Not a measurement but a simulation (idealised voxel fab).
Presented below is a process module, voxel wiring stack.
The figure presents cross-section cut, which has a width of 275 nm and is divided into square cells with an edge length of 5 nm.
Heads up, the way a cross-section reads in here is a grid of square cells, handed over as bands from the top down, with every band being one or more rows of cells.
Band entry format. Leading values: height of top, height of bottom, nm. Remainder: materials in left-to-right order, each with its width in nm. Special words: "full width" on a single material, which then fills the band edge to edge; "blank", empty space.
Basically, 0 is our baseline, since under it the wafer straight out of the box is all one material. The bottom band has no lower end and keeps on going down, so it looks like "from 0 down".
The notation "30->40" denotes a width that varies across the rows of cells in the band, beginning at the first number in the top row, finishing at the second number in the bottom row, and changing by an identical amount from each row to the next.
It should be understood that the words "all unchanged", when stated for a given step, signify that the cross-section underwent no change in any of its cells during that step.
For the entry "Enclosed void list", the listed items are empty spaces with no open way to the top whose size is 8 cells or more; each item follows the pattern width x height at distance, where distance is from the left edge and all three are in nm.
Heads up: the bit after the settings on a step's line is the simulator's remark on that step.
The line of a step may include "overlay nm". On a step with a mask, this value is how far to the right of its planned place the mask lay. A negative value means the mask lay to the left.

So here's the lineup of process steps we planned
| 1 | op RECEIVE | material Si |
| 2 | op CONFORMAL_DEP | material SiO2 | thk nm 15 |
| 3 | op DIRECTIONAL_DEP | material TiN | thk nm 5 |
| 4 | op DIRECTIONAL_DEP | material Ru | thk nm 15 |
| 5 | op DIRECTIONAL_DEP | material aC | thk nm 15 |
| 6 | op PATTERN | tone cover | mask id METAL_1 | material resist | width nm 25 | pitch nm 40 | thk nm 35 | overlay nm 0 |
| 7 | op DIRECTIONAL_ETCH | etch materials aC | depth nm 15 |
| 8 | op STRIP | etch materials resist |
| 9 | op DIRECTIONAL_ETCH | etch materials Ru | depth nm 15 |
| 10 | op DIRECTIONAL_ETCH | etch materials TiN | depth nm 5 |
| 11 | op STRIP | etch materials aC |
| 12 | op FILL_DEP | material lowk | thk nm 5 |
| 13 | op CMP | height nm 35 |
| 14 | op CONFORMAL_DEP | material SiCN | thk nm 5 |
| 15 | op DIRECTIONAL_DEP | material lowk | thk nm 15 |
| 16 | op DIRECTIONAL_DEP | material aC | thk nm 15 |
| 17 | op PATTERN | tone open | mask id PLUG_1 | material resist | width nm 15 | pitch nm 40 | thk nm 35 | overlay nm 0 |
| 18 | op DIRECTIONAL_ETCH | etch materials aC | depth nm 15 |
| 19 | op STRIP | etch materials resist |
| 20 | op DIRECTIONAL_ETCH | etch materials lowk | depth nm 15 |
| 21 | op DIRECTIONAL_ETCH | etch materials SiCN | depth nm 5 |
| 22 | op STRIP | etch materials aC |
| 23 | op EPI | material Ru | thk nm 10 |
| 24 | op EPI | material Ru | thk nm 10 |
| 25 | op CONFORMAL_DEP | material SiN | thk nm 5 |
| 26 | op DIRECTIONAL_DEP | material SiO2 | thk nm 15 |
| 27 | op MASKED_ETCH | tone open | mask id METAL_2 | width nm 25 | pitch nm 40 | etch materials SiO2 | depth nm 15 | overlay nm 0 |
| 28 | op MASKED_ETCH | tone open | mask id METAL_2 | width nm 25 | pitch nm 40 | etch materials SiN | depth nm 5 | overlay nm 0 |
| 29 | op CONFORMAL_DEP | material TiN | thk nm 5 |
| 30 | op FILL_DEP | material Cu | thk nm 5 |
| 31 | op CMP | height nm 75 |
| 32 | op EPI | material Ru | thk nm 5 |
| 33 | op FILL_DEP | material SiCN | thk nm 5 |
| 34 | op DIRECTIONAL_DEP | material SiO2 | thk nm 35 |
| 35 | op MASKED_ETCH | tone open | mask id METAL_3 | width nm 25 | pitch nm 40 | etch materials SiO2 | depth nm 20 | overlay nm 0 |
| 36 | op DIRECTIONAL_DEP | material aC | thk nm 10 |
| 37 | op PATTERN | tone open | mask id METAL_3_HOLES | material resist | width nm 15 | pitch nm 80 | thk nm 30 | overlay nm 0 |
| 38 | op DIRECTIONAL_ETCH | etch materials aC | depth nm 10 |
| 39 | op STRIP | etch materials resist |
| 40 | op DIRECTIONAL_ETCH | etch materials SiO2 | depth nm 15 |
| 41 | op DIRECTIONAL_ETCH | etch materials SiCN | depth nm 5 |
| 42 | op STRIP | etch materials aC |
| 43 | op CONFORMAL_DEP | material TiN | thk nm 5 |
| 44 | op FILL_DEP | material Cu | thk nm 5 |
| 45 | op CMP | height nm 120 |
| 46 | op CONFORMAL_DEP | material SiN | thk nm 5 |

So, the first of our two wafers, run just as we planned it

Shown in cross-section is the wafer as received, that is, as it stands after step 1
> from 0 down  Si full width
> Enclosed void list: none

Wafer xsec, post step 2
> from 15 to 0  SiO2 full width
> Unchanged below 0.

Wafer xsec, post step 3
> from 20 to 15  TiN full width
> Unchanged below 15.

Wafer xsec, post step 4
> from 35 to 20  Ru full width
> Unchanged below 20.

Wafer xsec, post step 5
> from 50 to 35  aC full width
> Unchanged below 35.

Wafer xsec, post step 6
> from 85 to 50  blank: 65  resist: 25  blank: 15  resist: 25  blank: 15  resist: 25  blank: 15  resist: 25  blank: 65
> Unchanged below 50.

Wafer xsec, post step 7
> from 70 to 50  blank: 65  resist: 25  blank: 15  resist: 25  blank: 15  resist: 25  blank: 15  resist: 25  blank: 65
> from 50 to 35  blank: 65  aC: 25  blank: 15  aC: 25  blank: 15  aC: 25  blank: 15  aC: 25  blank: 65
> Unchanged below 35.

Wafer xsec, post step 8
> from 50 to 35  blank: 65  aC: 25  blank: 15  aC: 25  blank: 15  aC: 25  blank: 15  aC: 25  blank: 65
> Unchanged below 35.

Wafer xsec, post step 9
> from 50 to 35  blank: 65  aC: 25  blank: 15  aC: 25  blank: 15  aC: 25  blank: 15  aC: 25  blank: 65
> from 35 to 20  blank: 65  Ru: 25  blank: 15  Ru: 25  blank: 15  Ru: 25  blank: 15  Ru: 25  blank: 65
> Unchanged below 20.

Wafer xsec, post step 10
> from 50 to 35  blank: 65  aC: 25  blank: 15  aC: 25  blank: 15  aC: 25  blank: 15  aC: 25  blank: 65
> from 35 to 20  blank: 65  Ru: 25  blank: 15  Ru: 25  blank: 15  Ru: 25  blank: 15  Ru: 25  blank: 65
> from 20 to 15  blank: 65  TiN: 25  blank: 15  TiN: 25  blank: 15  TiN: 25  blank: 15  TiN: 25  blank: 65
> Unchanged below 15.

Wafer xsec, post step 11
> from 35 to 20  blank: 65  Ru: 25  blank: 15  Ru: 25  blank: 15  Ru: 25  blank: 15  Ru: 25  blank: 65
> Unchanged below 20.

Wafer xsec, post step 12
> from 40 to 35  lowk full width
> from 35 to 20  lowk: 65  Ru: 25  lowk: 15  Ru: 25  lowk: 15  Ru: 25  lowk: 15  Ru: 25  lowk: 65
> from 20 to 15  lowk: 65  TiN: 25  lowk: 15  TiN: 25  lowk: 15  TiN: 25  lowk: 15  TiN: 25  lowk: 65
> Unchanged below 15.

Wafer xsec, post step 13
> from 35 to 20  lowk: 65  Ru: 25  lowk: 15  Ru: 25  lowk: 15  Ru: 25  lowk: 15  Ru: 25  lowk: 65
> Unchanged below 20.

Wafer xsec, post step 14
> from 40 to 35  SiCN full width
> Unchanged below 35.

Wafer xsec, post step 15
> from 55 to 40  lowk full width
> Unchanged below 40.

Wafer xsec, post step 16
> from 70 to 55  aC full width
> Unchanged below 55.

Wafer xsec, post step 17
> from 105 to 70  resist: 65  blank: 15  resist: 25  blank: 15  resist: 25  blank: 15  resist: 25  blank: 15  resist: 75
> Unchanged below 70.

Wafer xsec, post step 18
> from 90 to 70  resist: 65  blank: 15  resist: 25  blank: 15  resist: 25  blank: 15  resist: 25  blank: 15  resist: 75
> from 70 to 55  aC: 65  blank: 15  aC: 25  blank: 15  aC: 25  blank: 15  aC: 25  blank: 15  aC: 75
> Unchanged below 55.

Wafer xsec, post step 19
> from 70 to 55  aC: 65  blank: 15  aC: 25  blank: 15  aC: 25  blank: 15  aC: 25  blank: 15  aC: 75
> Unchanged below 55.

Wafer xsec, post step 20
> from 70 to 55  aC: 65  blank: 15  aC: 25  blank: 15  aC: 25  blank: 15  aC: 25  blank: 15  aC: 75
> from 55 to 40  lowk: 65  blank: 15  lowk: 25  blank: 15  lowk: 25  blank: 15  lowk: 25  blank: 15  lowk: 75
> Unchanged below 40.

Wafer xsec, post step 21
> from 70 to 55  aC: 65  blank: 15  aC: 25  blank: 15  aC: 25  blank: 15  aC: 25  blank: 15  aC: 75
> from 55 to 40  lowk: 65  blank: 15  lowk: 25  blank: 15  lowk: 25  blank: 15  lowk: 25  blank: 15  lowk: 75
> from 40 to 35  SiCN: 65  blank: 15  SiCN: 25  blank: 15  SiCN: 25  blank: 15  SiCN: 25  blank: 15  SiCN: 75
> Unchanged below 35.

Wafer xsec, post step 22
> from 55 to 40  lowk: 65  blank: 15  lowk: 25  blank: 15  lowk: 25  blank: 15  lowk: 25  blank: 15  lowk: 75
> Unchanged below 40.

Wafer xsec, post step 23
> from 55 to 45  lowk: 65  blank: 15  lowk: 25  blank: 15  lowk: 25  blank: 15  lowk: 25  blank: 15  lowk: 75
> from 45 to 40  lowk: 65  Ru: 15  lowk: 25  Ru: 15  lowk: 25  Ru: 15  lowk: 25  Ru: 15  lowk: 75
> from 40 to 35  SiCN: 65  Ru: 15  SiCN: 25  Ru: 15  SiCN: 25  Ru: 15  SiCN: 25  Ru: 15  SiCN: 75
> Unchanged below 35.

Wafer xsec, post step 24
> from 55 to 40  lowk: 65  Ru: 15  lowk: 25  Ru: 15  lowk: 25  Ru: 15  lowk: 25  Ru: 15  lowk: 75
> Unchanged below 40.

Wafer xsec, post step 25
> from 60 to 55  SiN full width
> Unchanged below 55.

Wafer xsec, post step 26
> from 75 to 60  SiO2 full width
> Unchanged below 60.

Wafer xsec, post step 27
> from 75 to 60  SiO2: 65  blank: 25  SiO2: 15  blank: 25  SiO2: 15  blank: 25  SiO2: 15  blank: 25  SiO2: 65
> Unchanged below 60.

Wafer xsec, post step 28
> from 75 to 60  SiO2: 65  blank: 25  SiO2: 15  blank: 25  SiO2: 15  blank: 25  SiO2: 15  blank: 25  SiO2: 65
> from 60 to 55  SiN: 65  blank: 25  SiN: 15  blank: 25  SiN: 15  blank: 25  SiN: 15  blank: 25  SiN: 65
> Unchanged below 55.

Wafer xsec, post step 29
> from 80 to 75  TiN: 70  blank: 15  TiN: 25  blank: 15  TiN: 25  blank: 15  TiN: 25  blank: 15  TiN: 70
> from 75 to 60  SiO2: 65  TiN: 5  blank: 15  TiN: 5  SiO2: 15  TiN: 5  blank: 15  TiN: 5  SiO2: 15  TiN: 5  blank: 15  TiN: 5  SiO2: 15  TiN: 5  blank: 15  TiN: 5  SiO2: 65
> from 60 to 55  SiN: 65  TiN: 25  SiN: 15  TiN: 25  SiN: 15  TiN: 25  SiN: 15  TiN: 25  SiN: 65
> Unchanged below 55.

Wafer xsec, post step 30
> from 85 to 80  Cu full width
> from 80 to 75  TiN: 70  Cu: 15  TiN: 25  Cu: 15  TiN: 25  Cu: 15  TiN: 25  Cu: 15  TiN: 70
> from 75 to 60  SiO2: 65  TiN: 5  Cu: 15  TiN: 5  SiO2: 15  TiN: 5  Cu: 15  TiN: 5  SiO2: 15  TiN: 5  Cu: 15  TiN: 5  SiO2: 15  TiN: 5  Cu: 15  TiN: 5  SiO2: 65
> Unchanged below 60.

Wafer xsec, post step 31
> from 75 to 60  SiO2: 65  TiN: 5  Cu: 15  TiN: 5  SiO2: 15  TiN: 5  Cu: 15  TiN: 5  SiO2: 15  TiN: 5  Cu: 15  TiN: 5  SiO2: 15  TiN: 5  Cu: 15  TiN: 5  SiO2: 65
> Unchanged below 60.

Wafer xsec, post step 32
> from 80 to 75  blank: 60  Ru: 35  blank: 5  Ru: 35  blank: 5  Ru: 35  blank: 5  Ru: 35  blank: 60
> Unchanged below 75.

Wafer xsec, post step 33
> from 85 to 80  SiCN full width
> from 80 to 75  SiCN: 60  Ru: 35  SiCN: 5  Ru: 35  SiCN: 5  Ru: 35  SiCN: 5  Ru: 35  SiCN: 60
> Unchanged below 75.

Wafer xsec, post step 34
> from 120 to 85  SiO2 full width
> Unchanged below 85.

Wafer xsec, post step 35
> from 120 to 100  SiO2: 65  blank: 25  SiO2: 15  blank: 25  SiO2: 15  blank: 25  SiO2: 15  blank: 25  SiO2: 65
> Unchanged below 100.

Wafer xsec, post step 36
> from 130 to 120  aC: 65  blank: 25  aC: 15  blank: 25  aC: 15  blank: 25  aC: 15  blank: 25  aC: 65
> from 120 to 110  SiO2: 65  blank: 25  SiO2: 15  blank: 25  SiO2: 15  blank: 25  SiO2: 15  blank: 25  SiO2: 65
> from 110 to 100  SiO2: 65  aC: 25  SiO2: 15  aC: 25  SiO2: 15  aC: 25  SiO2: 15  aC: 25  SiO2: 65
> Unchanged below 100.

Wafer xsec, post step 37
> from 160 to 130  resist: 65  blank: 15  resist: 65  blank: 15  resist: 115
> from 130 to 120  aC: 65  blank: 15  resist: 10  aC: 15  resist: 25  aC: 15  blank: 15  resist: 10  aC: 15  resist: 25  aC: 65
> from 120 to 110  SiO2: 65  blank: 15  resist: 10  SiO2: 15  resist: 25  SiO2: 15  blank: 15  resist: 10  SiO2: 15  resist: 25  SiO2: 65
> Unchanged below 110.

Wafer xsec, post step 38
> from 150 to 130  resist: 65  blank: 15  resist: 65  blank: 15  resist: 115
> from 130 to 120  aC: 65  blank: 15  resist: 10  aC: 15  resist: 25  aC: 15  blank: 15  resist: 10  aC: 15  resist: 25  aC: 65
> from 120 to 110  SiO2: 65  blank: 15  resist: 10  SiO2: 15  resist: 25  SiO2: 15  blank: 15  resist: 10  SiO2: 15  resist: 25  SiO2: 65
> from 110 to 100  SiO2: 65  blank: 15  aC: 10  SiO2: 15  aC: 25  SiO2: 15  blank: 15  aC: 10  SiO2: 15  aC: 25  SiO2: 65
> Unchanged below 100.

Wafer xsec, post step 39
> from 130 to 120  aC: 65  blank: 25  aC: 15  blank: 25  aC: 15  blank: 25  aC: 15  blank: 25  aC: 65
> from 120 to 110  SiO2: 65  blank: 25  SiO2: 15  blank: 25  SiO2: 15  blank: 25  SiO2: 15  blank: 25  SiO2: 65
> Unchanged below 110.

Wafer xsec, post step 40
> from 130 to 120  aC: 65  blank: 25  aC: 15  blank: 25  aC: 15  blank: 25  aC: 15  blank: 25  aC: 65
> from 120 to 110  SiO2: 65  blank: 25  SiO2: 15  blank: 25  SiO2: 15  blank: 25  SiO2: 15  blank: 25  SiO2: 65
> from 110 to 100  SiO2: 65  blank: 15  aC: 10  SiO2: 15  aC: 25  SiO2: 15  blank: 15  aC: 10  SiO2: 15  aC: 25  SiO2: 65
> from 100 to 85  SiO2: 65  blank: 15  SiO2: 65  blank: 15  SiO2: 115
> Unchanged below 85.

Wafer xsec, post step 41
> from 130 to 120  aC: 65  blank: 25  aC: 15  blank: 25  aC: 15  blank: 25  aC: 15  blank: 25  aC: 65
> from 120 to 110  SiO2: 65  blank: 25  SiO2: 15  blank: 25  SiO2: 15  blank: 25  SiO2: 15  blank: 25  SiO2: 65
> from 110 to 100  SiO2: 65  blank: 15  aC: 10  SiO2: 15  aC: 25  SiO2: 15  blank: 15  aC: 10  SiO2: 15  aC: 25  SiO2: 65
> from 100 to 85  SiO2: 65  blank: 15  SiO2: 65  blank: 15  SiO2: 115
> from 85 to 80  SiCN: 65  blank: 15  SiCN: 65  blank: 15  SiCN: 115
> Unchanged below 80.

Wafer xsec, post step 42
> from 120 to 100  SiO2: 65  blank: 25  SiO2: 15  blank: 25  SiO2: 15  blank: 25  SiO2: 15  blank: 25  SiO2: 65
> Unchanged below 100.

Wafer xsec, post step 43
> from 125 to 120  TiN: 70  blank: 15  TiN: 25  blank: 15  TiN: 25  blank: 15  TiN: 25  blank: 15  TiN: 70
> from 120 to 105  SiO2: 65  TiN: 5  blank: 15  TiN: 5  SiO2: 15  TiN: 5  blank: 15  TiN: 5  SiO2: 15  TiN: 5  blank: 15  TiN: 5  SiO2: 15  TiN: 5  blank: 15  TiN: 5  SiO2: 65
> from 105 to 100  SiO2: 65  TiN: 5  blank: 5  TiN: 15  SiO2: 15  TiN: 25  SiO2: 15  TiN: 5  blank: 5  TiN: 15  SiO2: 15  TiN: 25  SiO2: 65
> from 100 to 85  SiO2: 65  TiN: 5  blank: 5  TiN: 5  SiO2: 65  TiN: 5  blank: 5  TiN: 5  SiO2: 115
> from 85 to 80  SiCN: 65  TiN: 15  SiCN: 65  TiN: 15  SiCN: 115
> Unchanged below 80.

Wafer xsec, post step 44
> from 130 to 125  Cu full width
> from 125 to 120  TiN: 70  Cu: 15  TiN: 25  Cu: 15  TiN: 25  Cu: 15  TiN: 25  Cu: 15  TiN: 70
> from 120 to 105  SiO2: 65  TiN: 5  Cu: 15  TiN: 5  SiO2: 15  TiN: 5  Cu: 15  TiN: 5  SiO2: 15  TiN: 5  Cu: 15  TiN: 5  SiO2: 15  TiN: 5  Cu: 15  TiN: 5  SiO2: 65
> from 105 to 100  SiO2: 65  TiN: 5  Cu: 5  TiN: 15  SiO2: 15  TiN: 25  SiO2: 15  TiN: 5  Cu: 5  TiN: 15  SiO2: 15  TiN: 25  SiO2: 65
> from 100 to 85  SiO2: 65  TiN: 5  Cu: 5  TiN: 5  SiO2: 65  TiN: 5  Cu: 5  TiN: 5  SiO2: 115
> Unchanged below 85.

Wafer xsec, post step 45
> from 120 to 105  SiO2: 65  TiN: 5  Cu: 15  TiN: 5  SiO2: 15  TiN: 5  Cu: 15  TiN: 5  SiO2: 15  TiN: 5  Cu: 15  TiN: 5  SiO2: 15  TiN: 5  Cu: 15  TiN: 5  SiO2: 65
> Unchanged below 105.

Wafer xsec, post step 46
> from 125 to 120  SiN full width
> Unchanged below 120.

The second wafer: identical to the first at the outset and in its planned sequence, differing only in that one mistake was made during processing; up to and including step 13, its path is the first wafer's path

X-section, second wafer, when step 14 was due to finish
> from 50 to 35  lowk full width
> Unchanged below 35.

X-section, second wafer, when step 15 was due to finish
> from 55 to 50  SiCN full width
> Unchanged below 50.

X-section, second wafer, when step 16 was due to finish
> from 70 to 55  aC full width
> Unchanged below 55.

X-section, second wafer, when step 17 was due to finish
> from 105 to 70  resist: 65  blank: 15  resist: 25  blank: 15  resist: 25  blank: 15  resist: 25  blank: 15  resist: 75
> Unchanged below 70.

X-section, second wafer, when step 18 was due to finish
> from 90 to 70  resist: 65  blank: 15  resist: 25  blank: 15  resist: 25  blank: 15  resist: 25  blank: 15  resist: 75
> from 70 to 55  aC: 65  blank: 15  aC: 25  blank: 15  aC: 25  blank: 15  aC: 25  blank: 15  aC: 75
> Unchanged below 55.

X-section, second wafer, when step 19 was due to finish
> from 70 to 55  aC: 65  blank: 15  aC: 25  blank: 15  aC: 25  blank: 15  aC: 25  blank: 15  aC: 75
> Unchanged below 55.

X-section, second wafer, when step 20 was due to finish: all unchanged

X-section, second wafer, when step 21 was due to finish
> from 70 to 55  aC: 65  blank: 15  aC: 25  blank: 15  aC: 25  blank: 15  aC: 25  blank: 15  aC: 75
> from 55 to 50  SiCN: 65  blank: 15  SiCN: 25  blank: 15  SiCN: 25  blank: 15  SiCN: 25  blank: 15  SiCN: 75
> Unchanged below 50.

X-section, second wafer, when step 22 was due to finish
> from 55 to 50  SiCN: 65  blank: 15  SiCN: 25  blank: 15  SiCN: 25  blank: 15  SiCN: 25  blank: 15  SiCN: 75
> Unchanged below 50.

X-section, second wafer, when step 23 was due to finish: all unchanged

X-section, second wafer, when step 24 was due to finish: all unchanged

X-section, second wafer, when step 25 was due to finish
> from 60 to 55  SiN: 70  blank: 5  SiN: 35  blank: 5  SiN: 35  blank: 5  SiN: 35  blank: 5  SiN: 80
> from 55 to 50  SiCN: 65  SiN: 15  SiCN: 25  SiN: 15  SiCN: 25  SiN: 15  SiCN: 25  SiN: 15  SiCN: 75
> Unchanged below 50.

X-section, second wafer, when step 26 was due to finish
> from 75 to 70  SiO2: 70  blank: 5  SiO2: 35  blank: 5  SiO2: 35  blank: 5  SiO2: 35  blank: 5  SiO2: 80
> from 70 to 60  SiO2 full width
> from 60 to 55  SiN: 70  SiO2: 5  SiN: 35  SiO2: 5  SiN: 35  SiO2: 5  SiN: 35  SiO2: 5  SiN: 80
> Unchanged below 55.

X-section, second wafer, when step 27 was due to finish
> from 75 to 60  SiO2: 65  blank: 25  SiO2: 15  blank: 25  SiO2: 15  blank: 25  SiO2: 15  blank: 25  SiO2: 65
> from 60 to 55  SiN: 70  blank: 5  SiN: 35  blank: 5  SiN: 35  blank: 5  SiN: 35  blank: 5  SiN: 80
> Unchanged below 55.

X-section, second wafer, when step 28 was due to finish
> from 75 to 60  SiO2: 65  blank: 25  SiO2: 15  blank: 25  SiO2: 15  blank: 25  SiO2: 15  blank: 25  SiO2: 65
> from 60 to 55  SiN: 65  blank: 25  SiN: 15  blank: 25  SiN: 15  blank: 25  SiN: 15  blank: 25  SiN: 65
> from 55 to 50  SiCN: 65  SiN: 5  blank: 5  SiN: 5  SiCN: 25  SiN: 5  blank: 5  SiN: 5  SiCN: 25  SiN: 5  blank: 5  SiN: 5  SiCN: 25  SiN: 5  blank: 5  SiN: 5  SiCN: 75
> Unchanged below 50.

X-section, second wafer, when step 29 was due to finish
> from 80 to 75  TiN: 70  blank: 15  TiN: 25  blank: 15  TiN: 25  blank: 15  TiN: 25  blank: 15  TiN: 70
> from 75 to 60  SiO2: 65  TiN: 5  blank: 15  TiN: 5  SiO2: 15  TiN: 5  blank: 15  TiN: 5  SiO2: 15  TiN: 5  blank: 15  TiN: 5  SiO2: 15  TiN: 5  blank: 15  TiN: 5  SiO2: 65
> from 60 to 55  SiN: 65  TiN: 25  SiN: 15  TiN: 25  SiN: 15  TiN: 25  SiN: 15  TiN: 25  SiN: 65
> from 55 to 50  SiCN: 65  SiN: 5  TiN: 5  SiN: 5  SiCN: 25  SiN: 5  TiN: 5  SiN: 5  SiCN: 25  SiN: 5  TiN: 5  SiN: 5  SiCN: 25  SiN: 5  TiN: 5  SiN: 5  SiCN: 75
> Unchanged below 50.

X-section, second wafer, when step 30 was due to finish
> from 85 to 80  Cu full width
> from 80 to 75  TiN: 70  Cu: 15  TiN: 25  Cu: 15  TiN: 25  Cu: 15  TiN: 25  Cu: 15  TiN: 70
> from 75 to 60  SiO2: 65  TiN: 5  Cu: 15  TiN: 5  SiO2: 15  TiN: 5  Cu: 15  TiN: 5  SiO2: 15  TiN: 5  Cu: 15  TiN: 5  SiO2: 15  TiN: 5  Cu: 15  TiN: 5  SiO2: 65
> Unchanged below 60.

X-section, second wafer, when step 31 was due to finish
> from 75 to 60  SiO2: 65  TiN: 5  Cu: 15  TiN: 5  SiO2: 15  TiN: 5  Cu: 15  TiN: 5  SiO2: 15  TiN: 5  Cu: 15  TiN: 5  SiO2: 15  TiN: 5  Cu: 15  TiN: 5  SiO2: 65
> Unchanged below 60.

X-section, second wafer, when step 32 was due to finish
> from 80 to 75  blank: 60  Ru: 35  blank: 5  Ru: 35  blank: 5  Ru: 35  blank: 5  Ru: 35  blank: 60
> Unchanged below 75.

X-section, second wafer, when step 33 was due to finish
> from 85 to 80  SiCN full width
> from 80 to 75  SiCN: 60  Ru: 35  SiCN: 5  Ru: 35  SiCN: 5  Ru: 35  SiCN: 5  Ru: 35  SiCN: 60
> Unchanged below 75.

X-section, second wafer, when step 34 was due to finish
> from 120 to 85  SiO2 full width
> Unchanged below 85.

X-section, second wafer, when step 35 was due to finish
> from 120 to 100  SiO2: 65  blank: 25  SiO2: 15  blank: 25  SiO2: 15  blank: 25  SiO2: 15  blank: 25  SiO2: 65
> Unchanged below 100.

X-section, second wafer, when step 36 was due to finish
> from 130 to 120  aC: 65  blank: 25  aC: 15  blank: 25  aC: 15  blank: 25  aC: 15  blank: 25  aC: 65
> from 120 to 110  SiO2: 65  blank: 25  SiO2: 15  blank: 25  SiO2: 15  blank: 25  SiO2: 15  blank: 25  SiO2: 65
> from 110 to 100  SiO2: 65  aC: 25  SiO2: 15  aC: 25  SiO2: 15  aC: 25  SiO2: 15  aC: 25  SiO2: 65
> Unchanged below 100.

X-section, second wafer, when step 37 was due to finish
> from 160 to 130  resist: 65  blank: 15  resist: 65  blank: 15  resist: 115
> from 130 to 120  aC: 65  blank: 15  resist: 10  aC: 15  resist: 25  aC: 15  blank: 15  resist: 10  aC: 15  resist: 25  aC: 65
> from 120 to 110  SiO2: 65  blank: 15  resist: 10  SiO2: 15  resist: 25  SiO2: 15  blank: 15  resist: 10  SiO2: 15  resist: 25  SiO2: 65
> Unchanged below 110.

X-section, second wafer, when step 38 was due to finish
> from 150 to 130  resist: 65  blank: 15  resist: 65  blank: 15  resist: 115
> from 130 to 120  aC: 65  blank: 15  resist: 10  aC: 15  resist: 25  aC: 15  blank: 15  resist: 10  aC: 15  resist: 25  aC: 65
> from 120 to 110  SiO2: 65  blank: 15  resist: 10  SiO2: 15  resist: 25  SiO2: 15  blank: 15  resist: 10  SiO2: 15  resist: 25  SiO2: 65
> from 110 to 100  SiO2: 65  blank: 15  aC: 10  SiO2: 15  aC: 25  SiO2: 15  blank: 15  aC: 10  SiO2: 15  aC: 25  SiO2: 65
> Unchanged below 100.

X-section, second wafer, when step 39 was due to finish
> from 130 to 120  aC: 65  blank: 25  aC: 15  blank: 25  aC: 15  blank: 25  aC: 15  blank: 25  aC: 65
> from 120 to 110  SiO2: 65  blank: 25  SiO2: 15  blank: 25  SiO2: 15  blank: 25  SiO2: 15  blank: 25  SiO2: 65
> Unchanged below 110.

X-section, second wafer, when step 40 was due to finish
> from 130 to 120  aC: 65  blank: 25  aC: 15  blank: 25  aC: 15  blank: 25  aC: 15  blank: 25  aC: 65
> from 120 to 110  SiO2: 65  blank: 25  SiO2: 15  blank: 25  SiO2: 15  blank: 25  SiO2: 15  blank: 25  SiO2: 65
> from 110 to 100  SiO2: 65  blank: 15  aC: 10  SiO2: 15  aC: 25  SiO2: 15  blank: 15  aC: 10  SiO2: 15  aC: 25  SiO2: 65
> from 100 to 85  SiO2: 65  blank: 15  SiO2: 65  blank: 15  SiO2: 115
> Unchanged below 85.

X-section, second wafer, when step 41 was due to finish
> from 130 to 120  aC: 65  blank: 25  aC: 15  blank: 25  aC: 15  blank: 25  aC: 15  blank: 25  aC: 65
> from 120 to 110  SiO2: 65  blank: 25  SiO2: 15  blank: 25  SiO2: 15  blank: 25  SiO2: 15  blank: 25  SiO2: 65
> from 110 to 100  SiO2: 65  blank: 15  aC: 10  SiO2: 15  aC: 25  SiO2: 15  blank: 15  aC: 10  SiO2: 15  aC: 25  SiO2: 65
> from 100 to 85  SiO2: 65  blank: 15  SiO2: 65  blank: 15  SiO2: 115
> from 85 to 80  SiCN: 65  blank: 15  SiCN: 65  blank: 15  SiCN: 115
> Unchanged below 80.

X-section, second wafer, when step 42 was due to finish
> from 120 to 100  SiO2: 65  blank: 25  SiO2: 15  blank: 25  SiO2: 15  blank: 25  SiO2: 15  blank: 25  SiO2: 65
> Unchanged below 100.

X-section, second wafer, when step 43 was due to finish
> from 125 to 120  TiN: 70  blank: 15  TiN: 25  blank: 15  TiN: 25  blank: 15  TiN: 25  blank: 15  TiN: 70
> from 120 to 105  SiO2: 65  TiN: 5  blank: 15  TiN: 5  SiO2: 15  TiN: 5  blank: 15  TiN: 5  SiO2: 15  TiN: 5  blank: 15  TiN: 5  SiO2: 15  TiN: 5  blank: 15  TiN: 5  SiO2: 65
> from 105 to 100  SiO2: 65  TiN: 5  blank: 5  TiN: 15  SiO2: 15  TiN: 25  SiO2: 15  TiN: 5  blank: 5  TiN: 15  SiO2: 15  TiN: 25  SiO2: 65
> from 100 to 85  SiO2: 65  TiN: 5  blank: 5  TiN: 5  SiO2: 65  TiN: 5  blank: 5  TiN: 5  SiO2: 115
> from 85 to 80  SiCN: 65  TiN: 15  SiCN: 65  TiN: 15  SiCN: 115
> Unchanged below 80.

X-section, second wafer, when step 44 was due to finish
> from 130 to 125  Cu full width
> from 125 to 120  TiN: 70  Cu: 15  TiN: 25  Cu: 15  TiN: 25  Cu: 15  TiN: 25  Cu: 15  TiN: 70
> from 120 to 105  SiO2: 65  TiN: 5  Cu: 15  TiN: 5  SiO2: 15  TiN: 5  Cu: 15  TiN: 5  SiO2: 15  TiN: 5  Cu: 15  TiN: 5  SiO2: 15  TiN: 5  Cu: 15  TiN: 5  SiO2: 65
> from 105 to 100  SiO2: 65  TiN: 5  Cu: 5  TiN: 15  SiO2: 15  TiN: 25  SiO2: 15  TiN: 5  Cu: 5  TiN: 15  SiO2: 15  TiN: 25  SiO2: 65
> from 100 to 85  SiO2: 65  TiN: 5  Cu: 5  TiN: 5  SiO2: 65  TiN: 5  Cu: 5  TiN: 5  SiO2: 115
> Unchanged below 85.

X-section, second wafer, when step 45 was due to finish
> from 120 to 105  SiO2: 65  TiN: 5  Cu: 15  TiN: 5  SiO2: 15  TiN: 5  Cu: 15  TiN: 5  SiO2: 15  TiN: 5  Cu: 15  TiN: 5  SiO2: 15  TiN: 5  Cu: 15  TiN: 5  SiO2: 65
> Unchanged below 105.

X-section, second wafer, when step 46 was due to finish
> from 125 to 120  SiN full width
> Unchanged below 120.
In executing the process, a mistake was made relative to the plan: a sequencing error occurred in which plan steps 14 and 15 were transposed
FYI, end of process, the second wafer has more or fewer cells of some materials than the first: 48 fewer of Ru, 8 more of SiN, 4 more of TiN, 36 more of lowk
